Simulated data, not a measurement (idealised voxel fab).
Name of the process module below: voxel ribs on slabs
Pictured: cross-section cut, 260 nm wide, on a grid of 5 nm square cells.
Bands, listed from the top down, are how a cross-section gets written in this document; the cross-section itself is a grid of square cells, and a band is one or more rows of them. Top height, bottom height, nm. Materials left to right, width each, nm. Single material + "all across" = fills band edge to edge. "blank" = empty. Convention: height 0 is the level below which the wafer, as received, is all one material. The lowest band does not terminate at the bottom but continues downward, represented as "top 0, no bottom". Width spec "30 to 40" -> top row of cells at first value, bottom row at second value, equal per-row change in between. "nothing got changed" after a step means that no cell of the cross-section changed. Look at "Catalogued sealed voids" for the closed voids: empty spaces with no open path to the top, sized 8 cells or up. Each is width x height at distance, distance from the left edge, all nm. Post-settings text on a step line: simulator's own remark regarding the step. "overlay nm" on a masked step: distance the mask lay right of its planned place, negative for left.

-- These are the steps we planned for the process
- 1: RECEIVE, material Si
- 2: DIRECTIONAL_DEP, material SiO2, thk nm 20
- 3: DIRECTIONAL_DEP, material SiN, thk nm 15
- 4: PATTERN, tone cover, mask id RIB, material resist, width nm 15, thk nm 15, overlay nm 0
- 5: DIRECTIONAL_ETCH, etch materials SiN, depth nm 5
- 6: STRIP, etch materials resist
- 7: DIRECTIONAL_DEP, material aC, thk nm 10
- 8: PATTERN, tone cover, mask id SLAB, material resist, width nm 65, thk nm 30, overlay nm 0
- 9: DIRECTIONAL_ETCH, etch materials aC, depth nm 10
- 10: STRIP, etch materials resist
- 11: DIRECTIONAL_ETCH, etch materials SiN, depth nm 10
- 12: STRIP, etch materials aC
- 13: FILL_DEP, material SiO2, thk nm 15
- 14: CMP, height nm 45
- 15: DIRECTIONAL_DEP, material TiN, thk nm 5
- 16: DIRECTIONAL_DEP, material aC, thk nm 10
- 17: PATTERN, tone cover, mask id HEATER, material resist, width nm 25, thk nm 25, overlay nm 0
- 18: DIRECTIONAL_ETCH, etch materials aC, depth nm 10
- 19: STRIP, etch materials resist
- 20: DIRECTIONAL_ETCH, etch materials TiN, depth nm 5
- 21: STRIP, etch materials aC
- 22: CONFORMAL_DEP, material SiO2, thk nm 10
Split variable: depth nm, step 5. Plan value = first wafer. Wafers start alike.

-- As-received cross-section, first of several wafers, post step 1
top 0, no bottom | Si all across
Catalogued sealed voids: none

-- each wafer at the end: cells of each material gained (+) or lost (-) since it was received, then its closed voids
depth nm 5; +29 SiN; +547 SiO2; +5 TiN; Catalogued sealed voids: none
depth nm 10; +19 SiN; +557 SiO2; +5 TiN; Catalogued sealed voids: none
depth nm 15; +9 SiN; +567 SiO2; +5 TiN; Catalogued sealed voids: none
depth nm 20; +9 SiN; +567 SiO2; +5 TiN; Catalogued sealed voids: none
